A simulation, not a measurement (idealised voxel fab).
The name of this process module is voxel trench capacitor.
In the cross-section labelled cut, the width is 175 nm and each square cell is 5 nm.
The cross-sections in this document take the form of a grid made of square cells. They are written out as bands, in order from top to bottom. Each band consists of one or more rows of cells.
Basically the band line says how high the top is and how high the bottom is, in nm, and then what's in it from left to right, every material with its width in nm. Empty space shows up as "air", and if a single material carries "edge to edge" it runs the full band edge to edge.
The level at which height equals 0 is the one under which the wafer, as it arrives, is entirely one material. No lower edge exists for the bottom band, which continues downward and is notated as in "0 and below".
When a width is written as two numbers, as in "30->40", the first number is the width in the top row of cells of the band and the second is the width in its bottom row, and the width changes by the same amount from each row to the next.
Where the words "remained the same" appear for a step, the cross-section shows no cell changed by that step; every cell remained as before.
Enclosed void catalog: empty space of 8 cells or more with no open way to the top, each as width x height at its distance from the left edge, in nm
What comes after the settings on a step's line is commentary from the simulator itself on that step.
For masked steps, "overlay nm" on the step line gives how far right of plan the mask actually lay; a minus sign means it lay to the left.
### Process steps (planned)
1,RECEIVE: material Si
2,CONFORMAL_DEP: material SiN, thk nm 10
3,DIRECTIONAL_DEP: material aC, thk nm 15
4,PATTERN: tone open, mask id TRENCH, material resist, width nm 15, pitch nm 55, thk nm 35, overlay nm 0
5,DIRECTIONAL_ETCH: etch materials aC, depth nm 15
6,STRIP: etch materials resist
7,DIRECTIONAL_ETCH: etch materials SiN, depth nm 10
8,DIRECTIONAL_ETCH: etch materials Si, depth nm 25
9,STRIP: etch materials aC
10,CONFORMAL_DEP: material Al2O3, thk nm 5
11,CONFORMAL_DEP: material TiN, thk nm 5
12,FILL_DEP: material W, thk nm 10
13,CMP: height nm 10
The value of width nm given for step 4 in the plan refers to the first wafer; the wafers vary in this setting and are alike at the start.
### As-received state after step 1, first of several wafers, cross-section
  0 and below: Si edge to edge
  Enclosed void catalog: none
### Below: a row per wafer. Contents at end of module: for every material, cells gained since receipt (+) or lost since receipt (-); then closed voids
width nm 15 | +30 Al2O3 | -30 Si | +58 SiN | +12 TiN | Enclosed void catalog: none
width nm 20 | +32 Al2O3 | -40 Si | +54 SiN | +24 TiN | Enclosed void catalog: none
width nm 25 | +34 Al2O3 | -50 Si | +50 SiN | +26 TiN | +10 W | Enclosed void catalog: none
width nm 30 | +36 Al2O3 | -60 Si | +46 SiN | +28 TiN | +20 W | Enclosed void catalog: none
width nm 35 | +38 Al2O3 | -70 Si | +42 SiN | +30 TiN | +30 W | Enclosed void catalog: none
width nm 40 | +40 Al2O3 | -80 Si | +38 SiN | +32 TiN | +40 W | Enclosed void catalog: none
